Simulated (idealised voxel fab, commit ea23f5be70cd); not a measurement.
The process module presented herein is designated voxel wiring stack.
Square cells of 5 nm make up the cross-section cut, whose width is 265 nm.
Square cells in a grid make up a cross-section in this document, and the grid is given as bands, listed from the top down, each one or more rows of cells. Band: top height; bottom height; in nm. Then, left to right: material with width in nm, for each material. "edge to edge": a single material spanning edge to edge. "blank": empty space. Measure heights from 0. That's the level where, below it, the as-received wafer is all one material. The lowest band is bottomless and extends downward; write it as in "0 down". Width: "30 to 40" (first number = top row, second number = bottom row, same change from row to row of cells). "all unchanged" after a step means that no cell of the cross-section changed. Entry "Cavities, closed". Content: empty spaces with no open connection to the top, size 8 cells or greater. Each: width x height at distance. Distance: from left edge. Unit: nm. Note: text after step settings on the step line = simulator remark on that step. overlay nm: how far to the right of its planned place the mask lay on this masked step (negative: to the left).
**Planned step list for the process**
1: RECEIVE [material Si]
2: CONFORMAL_DEP [material SiO2] [thk nm 15]
3: DIRECTIONAL_DEP [material TiN] [thk nm 5]
4: DIRECTIONAL_DEP [material Ru] [thk nm 25]
5: MASKED_ETCH [tone cover] [mask id METAL_1] [width nm 20] [pitch nm 35] [etch materials Ru] [depth nm 25] [overlay nm 0]
6: MASKED_ETCH [tone cover] [mask id METAL_1] [width nm 20] [pitch nm 35] [etch materials TiN] [depth nm 5] [overlay nm 0]
7: CONFORMAL_DEP [material SiCN] [thk nm 5]
8: FILL_DEP [material lowk] [thk nm 5]
9: CMP [height nm 45]
10: CONFORMAL_DEP [material SiCN] [thk nm 5]
11: DIRECTIONAL_DEP [material SiO2] [thk nm 30]
12: MASKED_ETCH [tone open] [mask id METAL_2] [width nm 20] [pitch nm 35] [etch materials SiO2] [depth nm 15] [overlay nm 0]
13: DIRECTIONAL_DEP [material aC] [thk nm 10]
14: PATTERN [tone open] [mask id METAL_2_HOLES] [material resist] [width nm 15] [pitch nm 70] [thk nm 25] [overlay nm 0]
15: DIRECTIONAL_ETCH [etch materials aC] [depth nm 10]
16: STRIP [etch materials resist]
17: DIRECTIONAL_ETCH [etch materials SiO2] [depth nm 15]
18: DIRECTIONAL_ETCH [etch materials SiCN] [depth nm 5]
19: STRIP [etch materials aC]
20: CONFORMAL_DEP [material TiN] [thk nm 5]
21: FILL_DEP [material Ru] [thk nm 10]
22: CMP [height nm 80]
23: CONFORMAL_DEP [material SiCN] [thk nm 5]
24: DIRECTIONAL_DEP [material lowk] [thk nm 15]
25: MASKED_ETCH [tone open] [mask id PLUG_2] [width nm 15] [pitch nm 35] [etch materials lowk] [depth nm 15] [overlay nm 0]
26: MASKED_ETCH [tone open] [mask id PLUG_2] [width nm 15] [pitch nm 35] [etch materials SiCN] [depth nm 5] [overlay nm 0]
27: CONFORMAL_DEP [material TiN] [thk nm 5]
28: FILL_DEP [material Cu] [thk nm 10]
29: CMP [height nm 100]
30: DIRECTIONAL_DEP [material TiN] [thk nm 5]
31: DIRECTIONAL_DEP [material W] [thk nm 15]
32: DIRECTIONAL_DEP [material aC] [thk nm 15]
33: PATTERN [tone cover] [mask id METAL_3] [material resist] [width nm 20] [pitch nm 35] [thk nm 35] [overlay nm 0]
34: DIRECTIONAL_ETCH [etch materials aC] [depth nm 15]
35: STRIP [etch materials resist]
36: DIRECTIONAL_ETCH [etch materials W] [depth nm 15]
37: DIRECTIONAL_ETCH [etch materials TiN] [depth nm 5]
38: STRIP [etch materials aC]
39: CONFORMAL_DEP [material SiCN] [thk nm 5]
40: FILL_DEP [material SiO2] [thk nm 10]
41: CMP [height nm 120]
42: CONFORMAL_DEP [material SiN] [thk nm 5]
**First of two wafers - as planned**
**This is the cross-section of the wafer as we received it, i.e. after step 1**
	0 down  Si edge to edge
	Cavities, closed: none
**Once step 2 is through, the wafer looks like this in cross-section**
	15 to 0  SiO2 edge to edge
	Beneath the level 0, the cross-section is identical to its previous state.
**Once step 3 is through, the wafer looks like this in cross-section**
	20 to 15  TiN edge to edge
	Beneath the level 15, the cross-section is identical to its previous state.
**Once step 4 is through, the wafer looks like this in cross-section**
	45 to 20  Ru edge to edge
	Beneath the level 20, the cross-section is identical to its previous state.
**Once step 5 is through, the wafer looks like this in cross-section**
	45 to 20  blank 85 | Ru 20 | blank 15 | Ru 20 | blank 15 | Ru 20 | blank 90
	Beneath the level 20, the cross-section is identical to its previous state.
**Once step 6 is through, the wafer looks like this in cross-section**
	45 to 20  blank 85 | Ru 20 | blank 15 | Ru 20 | blank 15 | Ru 20 | blank 90
	20 to 15  blank 85 | TiN 20 | blank 15 | TiN 20 | blank 15 | TiN 20 | blank 90
	Beneath the level 15, the cross-section is identical to its previous state.
**Once step 7 is through, the wafer looks like this in cross-section**
	50 to 45  blank 80 | SiCN 30 | blank 5 | SiCN 30 | blank 5 | SiCN 30 | blank 85
	45 to 20  blank 80 | SiCN 5 | Ru 20 | SiCN 5 | blank 5 | SiCN 5 | Ru 20 | SiCN 5 | blank 5 | SiCN 5 | Ru 20 | SiCN 5 | blank 85
	20 to 15  SiCN 85 | TiN 20 | SiCN 15 | TiN 20 | SiCN 15 | TiN 20 | SiCN 90
	Beneath the level 15, the cross-section is identical to its previous state.
**Once step 8 is through, the wafer looks like this in cross-section**
	55 to 50  lowk edge to edge
	50 to 45  lowk 80 | SiCN 30 | lowk 5 | SiCN 30 | lowk 5 | SiCN 30 | lowk 85
	45 to 20  lowk 80 | SiCN 5 | Ru 20 | SiCN 5 | lowk 5 | SiCN 5 | Ru 20 | SiCN 5 | lowk 5 | SiCN 5 | Ru 20 | SiCN 5 | lowk 85
	Beneath the level 20, the cross-section is identical to its previous state.
**Once step 9 is through, the wafer looks like this in cross-section**
	45 to 20  lowk 80 | SiCN 5 | Ru 20 | SiCN 5 | lowk 5 | SiCN 5 | Ru 20 | SiCN 5 | lowk 5 | SiCN 5 | Ru 20 | SiCN 5 | lowk 85
	Beneath the level 20, the cross-section is identical to its previous state.
**Once step 10 is through, the wafer looks like this in cross-section**
	50 to 45  SiCN edge to edge
	Beneath the level 45, the cross-section is identical to its previous state.
**Once step 11 is through, the wafer looks like this in cross-section**
	80 to 50  SiO2 edge to edge
	Beneath the level 50, the cross-section is identical to its previous state.
**Once step 12 is through, the wafer looks like this in cross-section**
	80 to 65  SiO2 85 | blank 20 | SiO2 15 | blank 20 | SiO2 15 | blank 20 | SiO2 90
	Beneath the level 65, the cross-section is identical to its previous state.
**Once step 13 is through, the wafer looks like this in cross-section**
	90 to 80  aC 85 | blank 20 | aC 15 | blank 20 | aC 15 | blank 20 | aC 90
	80 to 75  SiO2 85 | blank 20 | SiO2 15 | blank 20 | SiO2 15 | blank 20 | SiO2 90
	75 to 65  SiO2 85 | aC 20 | SiO2 15 | aC 20 | SiO2 15 | aC 20 | SiO2 90
	Beneath the level 65, the cross-section is identical to its previous state.
**Once step 14 is through, the wafer looks like this in cross-section**
	115 to 90  resist 85 | blank 15 | resist 55 | blank 15 | resist 95
	90 to 80  aC 85 | blank 15 | resist 5 | aC 15 | resist 20 | aC 15 | blank 15 | resist 5 | aC 90
	80 to 75  SiO2 85 | blank 15 | resist 5 | SiO2 15 | resist 20 | SiO2 15 | blank 15 | resist 5 | SiO2 90
	Beneath the level 75, the cross-section is identical to its previous state.
**Once step 15 is through, the wafer looks like this in cross-section**
	105 to 90  resist 85 | blank 15 | resist 55 | blank 15 | resist 95
	90 to 80  aC 85 | blank 15 | resist 5 | aC 15 | resist 20 | aC 15 | blank 15 | resist 5 | aC 90
	80 to 75  SiO2 85 | blank 15 | resist 5 | SiO2 15 | resist 20 | SiO2 15 | blank 15 | resist 5 | SiO2 90
	75 to 65  SiO2 85 | blank 15 | aC 5 | SiO2 15 | aC 20 | SiO2 15 | blank 15 | aC 5 | SiO2 90
	Beneath the level 65, the cross-section is identical to its previous state.
**Once step 16 is through, the wafer looks like this in cross-section**
	90 to 80  aC 85 | blank 20 | aC 15 | blank 20 | aC 15 | blank 20 | aC 90
	80 to 75  SiO2 85 | blank 20 | SiO2 15 | blank 20 | SiO2 15 | blank 20 | SiO2 90
	Beneath the level 75, the cross-section is identical to its previous state.
**Once step 17 is through, the wafer looks like this in cross-section**
	90 to 80  aC 85 | blank 20 | aC 15 | blank 20 | aC 15 | blank 20 | aC 90
	80 to 75  SiO2 85 | blank 20 | SiO2 15 | blank 20 | SiO2 15 | blank 20 | SiO2 90
	75 to 65  SiO2 85 | blank 15 | aC 5 | SiO2 15 | aC 20 | SiO2 15 | blank 15 | aC 5 | SiO2 90
	65 to 50  SiO2 85 | blank 15 | SiO2 55 | blank 15 | SiO2 95
	Beneath the level 50, the cross-section is identical to its previous state.
**Once step 18 is through, the wafer looks like this in cross-section**
	90 to 80  aC 85 | blank 20 | aC 15 | blank 20 | aC 15 | blank 20 | aC 90
	80 to 75  SiO2 85 | blank 20 | SiO2 15 | blank 20 | SiO2 15 | blank 20 | SiO2 90
	75 to 65  SiO2 85 | blank 15 | aC 5 | SiO2 15 | aC 20 | SiO2 15 | blank 15 | aC 5 | SiO2 90
	65 to 50  SiO2 85 | blank 15 | SiO2 55 | blank 15 | SiO2 95
	50 to 45  SiCN 85 | blank 15 | SiCN 55 | blank 15 | SiCN 95
	Beneath the level 45, the cross-section is identical to its previous state.
**Once step 19 is through, the wafer looks like this in cross-section**
	80 to 65  SiO2 85 | blank 20 | SiO2 15 | blank 20 | SiO2 15 | blank 20 | SiO2 90
	Beneath the level 65, the cross-section is identical to its previous state.
**Once step 20 is through, the wafer looks like this in cross-section**
	85 to 80  TiN 90 | blank 10 | TiN 25 | blank 10 | TiN 25 | blank 10 | TiN 95
	80 to 70  SiO2 85 | TiN 5 | blank 10 | TiN 5 | SiO2 15 | TiN 5 | blank 10 | TiN 5 | SiO2 15 | TiN 5 | blank 10 | TiN 5 | SiO2 90
	70 to 65  SiO2 85 | TiN 5 | blank 5 | TiN 10 | SiO2 15 | TiN 20 | SiO2 15 | TiN 5 | blank 5 | TiN 10 | SiO2 90
	65 to 50  SiO2 85 | TiN 5 | blank 5 | TiN 5 | SiO2 55 | TiN 5 | blank 5 | TiN 5 | SiO2 95
	50 to 45  SiCN 85 | TiN 15 | SiCN 55 | TiN 15 | SiCN 95
	Beneath the level 45, the cross-section is identical to its previous state.
**Once step 21 is through, the wafer looks like this in cross-section**
	95 to 85  Ru edge to edge
	85 to 80  TiN 90 | Ru 10 | TiN 25 | Ru 10 | TiN 25 | Ru 10 | TiN 95
	80 to 70  SiO2 85 | TiN 5 | Ru 10 | TiN 5 | SiO2 15 | TiN 5 | Ru 10 | TiN 5 | SiO2 15 | TiN 5 | Ru 10 | TiN 5 | SiO2 90
	70 to 65  SiO2 85 | TiN 5 | Ru 5 | TiN 10 | SiO2 15 | TiN 20 | SiO2 15 | TiN 5 | Ru 5 | TiN 10 | SiO2 90
	65 to 50  SiO2 85 | TiN 5 | Ru 5 | TiN 5 | SiO2 55 | TiN 5 | Ru 5 | TiN 5 | SiO2 95
	Beneath the level 50, the cross-section is identical to its previous state.
**Once step 22 is through, the wafer looks like this in cross-section**
	80 to 70  SiO2 85 | TiN 5 | Ru 10 | TiN 5 | SiO2 15 | TiN 5 | Ru 10 | TiN 5 | SiO2 15 | TiN 5 | Ru 10 | TiN 5 | SiO2 90
	Beneath the level 70, the cross-section is identical to its previous state.
**Once step 23 is through, the wafer looks like this in cross-section**
	85 to 80  SiCN edge to edge
	Beneath the level 80, the cross-section is identical to its previous state.
**Once step 24 is through, the wafer looks like this in cross-section**
	100 to 85  lowk edge to edge
	Beneath the level 85, the cross-section is identical to its previous state.
**Once step 25 is through, the wafer looks like this in cross-section**
	100 to 85  lowk 85 | blank 15 | lowk 20 | blank 15 | lowk 20 | blank 15 | lowk 95
	Beneath the level 85, the cross-section is identical to its previous state.
**Once step 26 is through, the wafer looks like this in cross-section**
	100 to 85  lowk 85 | blank 15 | lowk 20 | blank 15 | lowk 20 | blank 15 | lowk 95
	85 to 80  SiCN 85 | blank 15 | SiCN 20 | blank 15 | SiCN 20 | blank 15 | SiCN 95
	Beneath the level 80, the cross-section is identical to its previous state.
**Once step 27 is through, the wafer looks like this in cross-section**
	105 to 100  TiN 90 | blank 5 | TiN 30 | blank 5 | TiN 30 | blank 5 | TiN 100
	100 to 85  lowk 85 | TiN 5 | blank 5 | TiN 5 | lowk 20 | TiN 5 | blank 5 | TiN 5 | lowk 20 | TiN 5 | blank 5 | TiN 5 | lowk 95
	85 to 80  SiCN 85 | TiN 15 | SiCN 20 | TiN 15 | SiCN 20 | TiN 15 | SiCN 95
	Beneath the level 80, the cross-section is identical to its previous state.
**Once step 28 is through, the wafer looks like this in cross-section**
	115 to 105  Cu edge to edge
	105 to 100  TiN 90 | Cu 5 | TiN 30 | Cu 5 | TiN 30 | Cu 5 | TiN 100
	100 to 85  lowk 85 | TiN 5 | Cu 5 | TiN 5 | lowk 20 | TiN 5 | Cu 5 | TiN 5 | lowk 20 | TiN 5 | Cu 5 | TiN 5 | lowk 95
	Beneath the level 85, the cross-section is identical to its previous state.
**Once step 29 is through, the wafer looks like this in cross-section**
	100 to 85  lowk 85 | TiN 5 | Cu 5 | TiN 5 | lowk 20 | TiN 5 | Cu 5 | TiN 5 | lowk 20 | TiN 5 | Cu 5 | TiN 5 | lowk 95
	Beneath the level 85, the cross-section is identical to its previous state.
**Once step 30 is through, the wafer looks like this in cross-section**
	105 to 100  TiN edge to edge
	Beneath the level 100, the cross-section is identical to its previous state.
**Once step 31 is through, the wafer looks like this in cross-section**
	120 to 105  W edge to edge
	Beneath the level 105, the cross-section is identical to its previous state.
**Once step 32 is through, the wafer looks like this in cross-section**
	135 to 120  aC edge to edge
	Beneath the level 120, the cross-section is identical to its previous state.
**Once step 33 is through, the wafer looks like this in cross-section**
	170 to 135  blank 85 | resist 20 | blank 15 | resist 20 | blank 15 | resist 20 | blank 90
	Beneath the level 135, the cross-section is identical to its previous state.
**Once step 34 is through, the wafer looks like this in cross-section**
	155 to 135  blank 85 | resist 20 | blank 15 | resist 20 | blank 15 | resist 20 | blank 90
	135 to 120  blank 85 | aC 20 | blank 15 | aC 20 | blank 15 | aC 20 | blank 90
	Beneath the level 120, the cross-section is identical to its previous state.
**Once step 35 is through, the wafer looks like this in cross-section**
	135 to 120  blank 85 | aC 20 | blank 15 | aC 20 | blank 15 | aC 20 | blank 90
	Beneath the level 120, the cross-section is identical to its previous state.
**Once step 36 is through, the wafer looks like this in cross-section**
	135 to 120  blank 85 | aC 20 | blank 15 | aC 20 | blank 15 | aC 20 | blank 90
	120 to 105  blank 85 | W 20 | blank 15 | W 20 | blank 15 | W 20 | blank 90
	Beneath the level 105, the cross-section is identical to its previous state.
**Once step 37 is through, the wafer looks like this in cross-section**
	135 to 120  blank 85 | aC 20 | blank 15 | aC 20 | blank 15 | aC 20 | blank 90
	120 to 105  blank 85 | W 20 | blank 15 | W 20 | blank 15 | W 20 | blank 90
	105 to 100  blank 85 | TiN 20 | blank 15 | TiN 20 | blank 15 | TiN 20 | blank 90
	Beneath the level 100, the cross-section is identical to its previous state.
**Once step 38 is through, the wafer looks like this in cross-section**
	120 to 105  blank 85 | W 20 | blank 15 | W 20 | blank 15 | W 20 | blank 90
	Beneath the level 105, the cross-section is identical to its previous state.
**Once step 39 is through, the wafer looks like this in cross-section**
	125 to 120  blank 80 | SiCN 30 | blank 5 | SiCN 30 | blank 5 | SiCN 30 | blank 85
	120 to 105  blank 80 | SiCN 5 | W 20 | SiCN 5 | blank 5 | SiCN 5 | W 20 | SiCN 5 | blank 5 | SiCN 5 | W 20 | SiCN 5 | blank 85
	105 to 100  SiCN 85 | TiN 20 | SiCN 15 | TiN 20 | SiCN 15 | TiN 20 | SiCN 90
	Beneath the level 100, the cross-section is identical to its previous state.
**Once step 40 is through, the wafer looks like this in cross-section**
	135 to 125  SiO2 edge to edge
	125 to 120  SiO2 80 | SiCN 30 | SiO2 5 | SiCN 30 | SiO2 5 | SiCN 30 | SiO2 85
	120 to 105  SiO2 80 | SiCN 5 | W 20 | SiCN 5 | SiO2 5 | SiCN 5 | W 20 | SiCN 5 | SiO2 5 | SiCN 5 | W 20 | SiCN 5 | SiO2 85
	Beneath the level 105, the cross-section is identical to its previous state.
**Once step 41 is through, the wafer looks like this in cross-section**
	120 to 105  SiO2 80 | SiCN 5 | W 20 | SiCN 5 | SiO2 5 | SiCN 5 | W 20 | SiCN 5 | SiO2 5 | SiCN 5 | W 20 | SiCN 5 | SiO2 85
	Beneath the level 105, the cross-section is identical to its previous state.
**Once step 42 is through, the wafer looks like this in cross-section**
	125 to 120  SiN edge to edge
	Beneath the level 120, the cross-section is identical to its previous state.
**Second wafer. Start and plan as for the first. One mistake made in running. Agrees with the first up to and including step 25**
**Second wafer cross-section, taken as of the time the plan sets for step 26 to be done**
	100 to 85  lowk 85 | blank 15 | lowk 20 | blank 15 | lowk 20 | blank 15 | lowk 95
	85 to 80  SiCN 85 | blank 10 | SiCN 25 | blank 10 | SiCN 25 | blank 10 | SiCN 100
	Beneath the level 80, the cross-section is identical to its previous state.
**Second wafer cross-section, taken as of the time the plan sets for step 27 to be done**
	105 to 100  TiN 90 | blank 5 | TiN 30 | blank 5 | TiN 30 | blank 5 | TiN 100
	100 to 90  lowk 85 | TiN 5 | blank 5 | TiN 5 | lowk 20 | TiN 5 | blank 5 | TiN 5 | lowk 20 | TiN 5 | blank 5 | TiN 5 | lowk 95
	90 to 85  lowk 85 | TiN 15 | lowk 20 | TiN 15 | lowk 20 | TiN 15 | lowk 95
	85 to 80  SiCN 85 | TiN 10 | SiCN 25 | TiN 10 | SiCN 25 | TiN 10 | SiCN 100
	Beneath the level 80, the cross-section is identical to its previous state.
**Second wafer cross-section, taken as of the time the plan sets for step 28 to be done**
	115 to 105  Cu edge to edge
	105 to 100  TiN 90 | Cu 5 | TiN 30 | Cu 5 | TiN 30 | Cu 5 | TiN 100
	100 to 90  lowk 85 | TiN 5 | Cu 5 | TiN 5 | lowk 20 | TiN 5 | Cu 5 | TiN 5 | lowk 20 | TiN 5 | Cu 5 | TiN 5 | lowk 95
	Beneath the level 90, the cross-section is identical to its previous state.
**Second wafer cross-section, taken as of the time the plan sets for step 29 to be done**
	100 to 90  lowk 85 | TiN 5 | Cu 5 | TiN 5 | lowk 20 | TiN 5 | Cu 5 | TiN 5 | lowk 20 | TiN 5 | Cu 5 | TiN 5 | lowk 95
	Beneath the level 90, the cross-section is identical to its previous state.
**Second wafer cross-section, taken as of the time the plan sets for step 30 to be done**
	105 to 100  TiN edge to edge
	Beneath the level 100, the cross-section is identical to its previous state.
**Second wafer cross-section, taken as of the time the plan sets for step 31 to be done**
	120 to 105  W edge to edge
	Beneath the level 105, the cross-section is identical to its previous state.
**Second wafer cross-section, taken as of the time the plan sets for step 32 to be done**
	135 to 120  aC edge to edge
	Beneath the level 120, the cross-section is identical to its previous state.
**Second wafer cross-section, taken as of the time the plan sets for step 33 to be done**
	170 to 135  blank 85 | resist 20 | blank 15 | resist 20 | blank 15 | resist 20 | blank 90
	Beneath the level 135, the cross-section is identical to its previous state.
**Second wafer cross-section, taken as of the time the plan sets for step 34 to be done**
	155 to 135  blank 85 | resist 20 | blank 15 | resist 20 | blank 15 | resist 20 | blank 90
	135 to 120  blank 85 | aC 20 | blank 15 | aC 20 | blank 15 | aC 20 | blank 90
	Beneath the level 120, the cross-section is identical to its previous state.
**Second wafer cross-section, taken as of the time the plan sets for step 35 to be done**
	135 to 120  blank 85 | aC 20 | blank 15 | aC 20 | blank 15 | aC 20 | blank 90
	Beneath the level 120, the cross-section is identical to its previous state.
**Second wafer cross-section, taken as of the time the plan sets for step 36 to be done**
	135 to 120  blank 85 | aC 20 | blank 15 | aC 20 | blank 15 | aC 20 | blank 90
	120 to 105  blank 85 | W 20 | blank 15 | W 20 | blank 15 | W 20 | blank 90
	Beneath the level 105, the cross-section is identical to its previous state.
**Second wafer cross-section, taken as of the time the plan sets for step 37 to be done**
	135 to 120  blank 85 | aC 20 | blank 15 | aC 20 | blank 15 | aC 20 | blank 90
	120 to 105  blank 85 | W 20 | blank 15 | W 20 | blank 15 | W 20 | blank 90
	105 to 100  blank 85 | TiN 20 | blank 15 | TiN 20 | blank 15 | TiN 20 | blank 90
	Beneath the level 100, the cross-section is identical to its previous state.
**Second wafer cross-section, taken as of the time the plan sets for step 38 to be done**
	120 to 105  blank 85 | W 20 | blank 15 | W 20 | blank 15 | W 20 | blank 90
	Beneath the level 105, the cross-section is identical to its previous state.
**Second wafer cross-section, taken as of the time the plan sets for step 39 to be done**
	125 to 120  blank 80 | SiCN 30 | blank 5 | SiCN 30 | blank 5 | SiCN 30 | blank 85
	120 to 105  blank 80 | SiCN 5 | W 20 | SiCN 5 | blank 5 | SiCN 5 | W 20 | SiCN 5 | blank 5 | SiCN 5 | W 20 | SiCN 5 | blank 85
	105 to 100  SiCN 85 | TiN 20 | SiCN 15 | TiN 20 | SiCN 15 | TiN 20 | SiCN 90
	Beneath the level 100, the cross-section is identical to its previous state.
**Second wafer cross-section, taken as of the time the plan sets for step 40 to be done**
	135 to 125  SiO2 edge to edge
	125 to 120  SiO2 80 | SiCN 30 | SiO2 5 | SiCN 30 | SiO2 5 | SiCN 30 | SiO2 85
	120 to 105  SiO2 80 | SiCN 5 | W 20 | SiCN 5 | SiO2 5 | SiCN 5 | W 20 | SiCN 5 | SiO2 5 | SiCN 5 | W 20 | SiCN 5 | SiO2 85
	Beneath the level 105, the cross-section is identical to its previous state.
**Second wafer cross-section, taken as of the time the plan sets for step 41 to be done**
	120 to 105  SiO2 80 | SiCN 5 | W 20 | SiCN 5 | SiO2 5 | SiCN 5 | W 20 | SiCN 5 | SiO2 5 | SiCN 5 | W 20 | SiCN 5 | SiO2 85
	Beneath the level 105, the cross-section is identical to its previous state.
**Second wafer cross-section, taken as of the time the plan sets for step 42 to be done**
	125 to 120  SiN edge to edge
	Beneath the level 120, the cross-section is identical to its previous state.
Deviation noted in wafer processing: so step 26 ended up running with a different setting than we planned, it ran as MASKED_ETCH [tone open] [mask id PLUG_2] [width nm 15] [pitch nm 35] [etch materials SiCN] [depth nm 5] [overlay nm -5]
Upon completion, the second wafer contains, in terms of cells, a greater or smaller amount of certain materials than the first wafer: Cu: 3 fewer, SiCN: 3 more
